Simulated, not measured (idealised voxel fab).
process module | voxel spacer lines
cross-section cut | 295 nm wide | cells 5 nm
A cross-section is a grid of square cells, given in bands from the top down. A band is one or more rows of cells.
Each band's line starts with the height of the band's top and of its bottom, in nm. Then come its materials from left to right, each with its width in nm. One material with "throughout" fills the band from edge to edge. "air" is empty space.
Height 0 is the level under which the wafer as received is all one material. The lowest band goes on downwards, as in "0 down".
A width such as "30 to 40" changes by the same amount from each row of cells to the next, from the band's top row to its bottom row.
"no change" after a step means that no cell of the cross-section changed.
closed voids: empty space of 8 cells or more with no open way to the top, each as width x height at its distance from the left edge, in nm
after a step's settings: what the simulator itself notes on the step
overlay nm, on a step with a mask: how far to the right of its planned place the mask lay; to the left if negative
plan
1 op RECEIVE | material Si
2 op CONFORMAL_DEP | material SiO2 | thk nm 5
3 op DIRECTIONAL_DEP | material W | thk nm 15
4 op DIRECTIONAL_DEP | material polySi | thk nm 20
5 op PATTERN | tone cover | mask id MANDREL | material resist | width nm 15 | pitch nm 60 | thk nm 25 | overlay nm 0
6 op DIRECTIONAL_ETCH | etch materials polySi | depth nm 20
7 op STRIP | etch materials resist
8 op CONFORMAL_DEP | material SiN | thk nm 15
9 op DIRECTIONAL_ETCH | etch materials SiN | depth nm 15
10 op STRIP | etch materials polySi
11 op DIRECTIONAL_ETCH | etch materials W | depth nm 15
12 op STRIP | etch materials SiN
first wafer, as planned
as received, after step 1
  0 down: Si throughout
  closed voids: none
after step 2
  5 to 0: SiO2 throughout
  below 0: unchanged
after step 3
  20 to 5: W throughout
  below 5: unchanged
after step 4
  40 to 20: polySi throughout
  below 20: unchanged
after step 5
  65 to 40: air 80 | resist 15 | air 45 | resist 15 | air 45 | resist 15 | air 80
  below 40: unchanged
after step 6
  65 to 40: air 80 | resist 15 | air 45 | resist 15 | air 45 | resist 15 | air 80
  40 to 20: air 80 | polySi 15 | air 45 | polySi 15 | air 45 | polySi 15 | air 80
  below 20: unchanged
after step 7
  40 to 20: air 80 | polySi 15 | air 45 | polySi 15 | air 45 | polySi 15 | air 80
  below 20: unchanged
after step 8
  55 to 40: air 65 | SiN 45 | air 15 | SiN 45 | air 15 | SiN 45 | air 65
  40 to 35: air 65 | SiN 15 | polySi 15 | SiN 15 | air 15 | SiN 15 | polySi 15 | SiN 15 | air 15 | SiN 15 | polySi 15 | SiN 15 | air 65
  35 to 20: SiN 80 | polySi 15 | SiN 45 | polySi 15 | SiN 45 | polySi 15 | SiN 80
  below 20: unchanged
after step 9
  40 to 20: air 65 | SiN 15 | polySi 15 | SiN 15 | air 15 | SiN 15 | polySi 15 | SiN 15 | air 15 | SiN 15 | polySi 15 | SiN 15 | air 65
  below 20: unchanged
after step 10
  40 to 20: air 65 | SiN 15 | air 15 | SiN 15 | air 15 | SiN 15 | air 15 | SiN 15 | air 15 | SiN 15 | air 15 | SiN 15 | air 65
  below 20: unchanged
after step 11
  40 to 20: air 65 | SiN 15 | air 15 | SiN 15 | air 15 | SiN 15 | air 15 | SiN 15 | air 15 | SiN 15 | air 15 | SiN 15 | air 65
  20 to 5: air 65 | W 15 | air 15 | W 15 | air 15 | W 15 | air 15 | W 15 | air 15 | W 15 | air 15 | W 15 | air 65
  below 5: unchanged
after step 12
  20 to 5: air 65 | W 15 | air 15 | W 15 | air 15 | W 15 | air 15 | W 15 | air 15 | W 15 | air 15 | W 15 | air 65
  below 5: unchanged
second wafer: like start, like plan, one mistake. Through step 1 it matches the first wafer
when step 2 should have ended: no change
when step 3 should have ended
  15 to 0: W throughout
  below 0: unchanged
when step 4 should have ended
  35 to 15: polySi throughout
  below 15: unchanged
when step 5 should have ended
  60 to 35: air 80 | resist 15 | air 45 | resist 15 | air 45 | resist 15 | air 80
  below 35: unchanged
when step 6 should have ended
  60 to 35: air 80 | resist 15 | air 45 | resist 15 | air 45 | resist 15 | air 80
  35 to 15: air 80 | polySi 15 | air 45 | polySi 15 | air 45 | polySi 15 | air 80
  below 15: unchanged
when step 7 should have ended
  35 to 15: air 80 | polySi 15 | air 45 | polySi 15 | air 45 | polySi 15 | air 80
  below 15: unchanged
when step 8 should have ended
  50 to 35: air 65 | SiN 45 | air 15 | SiN 45 | air 15 | SiN 45 | air 65
  35 to 30: air 65 | SiN 15 | polySi 15 | SiN 15 | air 15 | SiN 15 | polySi 15 | SiN 15 | air 15 | SiN 15 | polySi 15 | SiN 15 | air 65
  30 to 15: SiN 80 | polySi 15 | SiN 45 | polySi 15 | SiN 45 | polySi 15 | SiN 80
  below 15: unchanged
when step 9 should have ended
  35 to 15: air 65 | SiN 15 | polySi 15 | SiN 15 | air 15 | SiN 15 | polySi 15 | SiN 15 | air 15 | SiN 15 | polySi 15 | SiN 15 | air 65
  below 15: unchanged
when step 10 should have ended
  35 to 15: air 65 | SiN 15 | air 15 | SiN 15 | air 15 | SiN 15 | air 15 | SiN 15 | air 15 | SiN 15 | air 15 | SiN 15 | air 65
  below 15: unchanged
when step 11 should have ended
  35 to 15: air 65 | SiN 15 | air 15 | SiN 15 | air 15 | SiN 15 | air 15 | SiN 15 | air 15 | SiN 15 | air 15 | SiN 15 | air 65
  15 to 0: air 65 | W 15 | air 15 | W 15 | air 15 | W 15 | air 15 | W 15 | air 15 | W 15 | air 15 | W 15 | air 65
  below 0: unchanged
when step 12 should have ended
  15 to 0: air 65 | W 15 | air 15 | W 15 | air 15 | W 15 | air 15 | W 15 | air 15 | W 15 | air 15 | W 15 | air 65
  below 0: unchanged
what went wrong: step 2 was left out
at the end the second wafer has, in cells: 59 fewer of SiO2
